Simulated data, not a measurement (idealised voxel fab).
The following is a process module called voxel trench capacitor.
FYI the section here is cut, 280 nm wide, cells are 5 nm squares.
A cross-section is written here as square cells arranged in a grid, and it is given in bands from the top down, each band taking up one or more rows of cells. A band entry consists of two parts. The first gives the height of the band's top and the height of its bottom, in nm. The rest lists the band's materials from left to right, each with its width in nm. A single material labelled with the word "everywhere" fills the band from edge to edge, and the word "empty" marks empty space. Height is counted from the level 0, under which the received wafer is composed throughout of one material. The lowest of the bands is not closed at the bottom but continues downward, in the notation "top 0, no bottom". With a width like "30..40", each row of cells in the band differs from the next by the same amount, the top row carrying the first number and the bottom row the second. "nothing changed", as given for a step, is the statement that not any cell of the cross-section underwent a change during that step. Heads up: "Closed void register" only lists the empty pockets with no open path to the top that are 8 cells or more, and it writes them as width x height at distance, distance from the left edge, in nm. Step line, after settings: the simulator's comment on this step. overlay nm: mask offset rightward from planned place, masked step; negative means leftward offset.
# List of planned process steps
- 1: RECEIVE, material Si
- 2: CONFORMAL_DEP, material SiN, thk nm 10
- 3: PATTERN, tone open, mask id TRENCH, material resist, width nm 25, pitch nm 45, thk nm 15, overlay nm 0
- 4: DIRECTIONAL_ETCH, etch materials SiN, depth nm 10
- 5: DIRECTIONAL_ETCH, etch materials Si, depth nm 35
- 6: STRIP, etch materials resist
- 7: CONFORMAL_DEP, material Al2O3, thk nm 5
- 8: FILL_DEP, material polySi, thk nm 10
- 9: CMP, height nm 10
# First wafer out of two, processed as planned
# Cross-section of the wafer as it came to us, i.e., already through step 1
    top 0, no bottom | Si everywhere
    Closed void register: none
# Cross-section through the wafer, step 2 finished
    top 10, bottom 0 | SiN everywhere
    Everything under 0 stays put, no change at all.
# Cross-section through the wafer, step 3 finished
    top 25, bottom 10 | resist 60 / empty 25 / resist 20 / empty 25 / resist 20 / empty 25 / resist 20 / empty 25 / resist 60
    Everything under 10 stays put, no change at all.
# Cross-section through the wafer, step 4 finished
    top 25, bottom 10 | resist 60 / empty 25 / resist 20 / empty 25 / resist 20 / empty 25 / resist 20 / empty 25 / resist 60
    top 10, bottom 0 | SiN 60 / empty 25 / SiN 20 / empty 25 / SiN 20 / empty 25 / SiN 20 / empty 25 / SiN 60
    Everything under 0 stays put, no change at all.
# Cross-section through the wafer, step 5 finished
    top 25, bottom 10 | resist 60 / empty 25 / resist 20 / empty 25 / resist 20 / empty 25 / resist 20 / empty 25 / resist 60
    top 10, bottom 0 | SiN 60 / empty 25 / SiN 20 / empty 25 / SiN 20 / empty 25 / SiN 20 / empty 25 / SiN 60
    top 0, bottom -35 | Si 60 / empty 25 / Si 20 / empty 25 / Si 20 / empty 25 / Si 20 / empty 25 / Si 60
    Everything under -35 stays put, no change at all.
# Cross-section through the wafer, step 6 finished
    top 10, bottom 0 | SiN 60 / empty 25 / SiN 20 / empty 25 / SiN 20 / empty 25 / SiN 20 / empty 25 / SiN 60
    Everything under 0 stays put, no change at all.
# Cross-section through the wafer, step 7 finished
    top 15, bottom 10 | Al2O3 65 / empty 15 / Al2O3 30 / empty 15 / Al2O3 30 / empty 15 / Al2O3 30 / empty 15 / Al2O3 65
    top 10, bottom 0 | SiN 60 / Al2O3 5 / empty 15 / Al2O3 5 / SiN 20 / Al2O3 5 / empty 15 / Al2O3 5 / SiN 20 / Al2O3 5 / empty 15 / Al2O3 5 / SiN 20 / Al2O3 5 / empty 15 / Al2O3 5 / SiN 60
    top 0, bottom -30 | Si 60 / Al2O3 5 / empty 15 / Al2O3 5 / Si 20 / Al2O3 5 / empty 15 / Al2O3 5 / Si 20 / Al2O3 5 / empty 15 / Al2O3 5 / Si 20 / Al2O3 5 / empty 15 / Al2O3 5 / Si 60
    top -30, bottom -35 | Si 60 / Al2O3 25 / Si 20 / Al2O3 25 / Si 20 / Al2O3 25 / Si 20 / Al2O3 25 / Si 60
    Everything under -35 stays put, no change at all.
# Cross-section through the wafer, step 8 finished
    top 25, bottom 15 | polySi everywhere
    top 15, bottom 10 | Al2O3 65 / polySi 15 / Al2O3 30 / polySi 15 / Al2O3 30 / polySi 15 / Al2O3 30 / polySi 15 / Al2O3 65
    top 10, bottom 0 | SiN 60 / Al2O3 5 / polySi 15 / Al2O3 5 / SiN 20 / Al2O3 5 / polySi 15 / Al2O3 5 / SiN 20 / Al2O3 5 / polySi 15 / Al2O3 5 / SiN 20 / Al2O3 5 / polySi 15 / Al2O3 5 / SiN 60
    top 0, bottom -30 | Si 60 / Al2O3 5 / polySi 15 / Al2O3 5 / Si 20 / Al2O3 5 / polySi 15 / Al2O3 5 / Si 20 / Al2O3 5 / polySi 15 / Al2O3 5 / Si 20 / Al2O3 5 / polySi 15 / Al2O3 5 / Si 60
    Everything under -30 stays put, no change at all.
# Cross-section through the wafer, step 9 finished
    top 10, bottom 0 | SiN 60 / Al2O3 5 / polySi 15 / Al2O3 5 / SiN 20 / Al2O3 5 / polySi 15 / Al2O3 5 / SiN 20 / Al2O3 5 / polySi 15 / Al2O3 5 / SiN 20 / Al2O3 5 / polySi 15 / Al2O3 5 / SiN 60
    Everything under 0 stays put, no change at all.
# Second wafer: same start and same plan as the first, one execution error; identical to the first through step 2
# At the planned end of step 3, the second wafer in cross-section
    top 25, bottom 10 | resist 65 / empty 20 / resist 25 / empty 20 / resist 25 / empty 20 / resist 25 / empty 20 / resist 60
    Everything under 10 stays put, no change at all.
# At the planned end of step 4, the second wafer in cross-section
    top 25, bottom 10 | resist 65 / empty 20 / resist 25 / empty 20 / resist 25 / empty 20 / resist 25 / empty 20 / resist 60
    top 10, bottom 0 | SiN 65 / empty 20 / SiN 25 / empty 20 / SiN 25 / empty 20 / SiN 25 / empty 20 / SiN 60
    Everything under 0 stays put, no change at all.
# At the planned end of step 5, the second wafer in cross-section
    top 25, bottom 10 | resist 65 / empty 20 / resist 25 / empty 20 / resist 25 / empty 20 / resist 25 / empty 20 / resist 60
    top 10, bottom 0 | SiN 65 / empty 20 / SiN 25 / empty 20 / SiN 25 / empty 20 / SiN 25 / empty 20 / SiN 60
    top 0, bottom -35 | Si 65 / empty 20 / Si 25 / empty 20 / Si 25 / empty 20 / Si 25 / empty 20 / Si 60
    Everything under -35 stays put, no change at all.
# At the planned end of step 6, the second wafer in cross-section
    top 10, bottom 0 | SiN 65 / empty 20 / SiN 25 / empty 20 / SiN 25 / empty 20 / SiN 25 / empty 20 / SiN 60
    Everything under 0 stays put, no change at all.
# At the planned end of step 7, the second wafer in cross-section
    top 15, bottom 10 | Al2O3 70 / empty 10 / Al2O3 35 / empty 10 / Al2O3 35 / empty 10 / Al2O3 35 / empty 10 / Al2O3 65
    top 10, bottom 0 | SiN 65 / Al2O3 5 / empty 10 / Al2O3 5 / SiN 25 / Al2O3 5 / empty 10 / Al2O3 5 / SiN 25 / Al2O3 5 / empty 10 / Al2O3 5 / SiN 25 / Al2O3 5 / empty 10 / Al2O3 5 / SiN 60
    top 0, bottom -30 | Si 65 / Al2O3 5 / empty 10 / Al2O3 5 / Si 25 / Al2O3 5 / empty 10 / Al2O3 5 / Si 25 / Al2O3 5 / empty 10 / Al2O3 5 / Si 25 / Al2O3 5 / empty 10 / Al2O3 5 / Si 60
    top -30, bottom -35 | Si 65 / Al2O3 20 / Si 25 / Al2O3 20 / Si 25 / Al2O3 20 / Si 25 / Al2O3 20 / Si 60
    Everything under -35 stays put, no change at all.
# At the planned end of step 8, the second wafer in cross-section
    top 25, bottom 15 | polySi everywhere
    top 15, bottom 10 | Al2O3 70 / polySi 10 / Al2O3 35 / polySi 10 / Al2O3 35 / polySi 10 / Al2O3 35 / polySi 10 / Al2O3 65
    top 10, bottom 0 | SiN 65 / Al2O3 5 / polySi 10 / Al2O3 5 / SiN 25 / Al2O3 5 / polySi 10 / Al2O3 5 / SiN 25 / Al2O3 5 / polySi 10 / Al2O3 5 / SiN 25 / Al2O3 5 / polySi 10 / Al2O3 5 / SiN 60
    top 0, bottom -30 | Si 65 / Al2O3 5 / polySi 10 / Al2O3 5 / Si 25 / Al2O3 5 / polySi 10 / Al2O3 5 / Si 25 / Al2O3 5 / polySi 10 / Al2O3 5 / Si 25 / Al2O3 5 / polySi 10 / Al2O3 5 / Si 60
    Everything under -30 stays put, no change at all.
# At the planned end of step 9, the second wafer in cross-section
    top 10, bottom 0 | SiN 65 / Al2O3 5 / polySi 10 / Al2O3 5 / SiN 25 / Al2O3 5 / polySi 10 / Al2O3 5 / SiN 25 / Al2O3 5 / polySi 10 / Al2O3 5 / SiN 25 / Al2O3 5 / polySi 10 / Al2O3 5 / SiN 60
    Everything under 0 stays put, no change at all.
Deviation from plan: step 3 deviated from plan and actually ran as PATTERN, tone open, mask id TRENCH, material resist, width nm 20, pitch nm 45, thk nm 15, overlay nm 0
FYI, end of process, the second wafer has more or fewer cells of some materials than the first: Al2O3 -4; Si +28; SiN +8; polySi -32
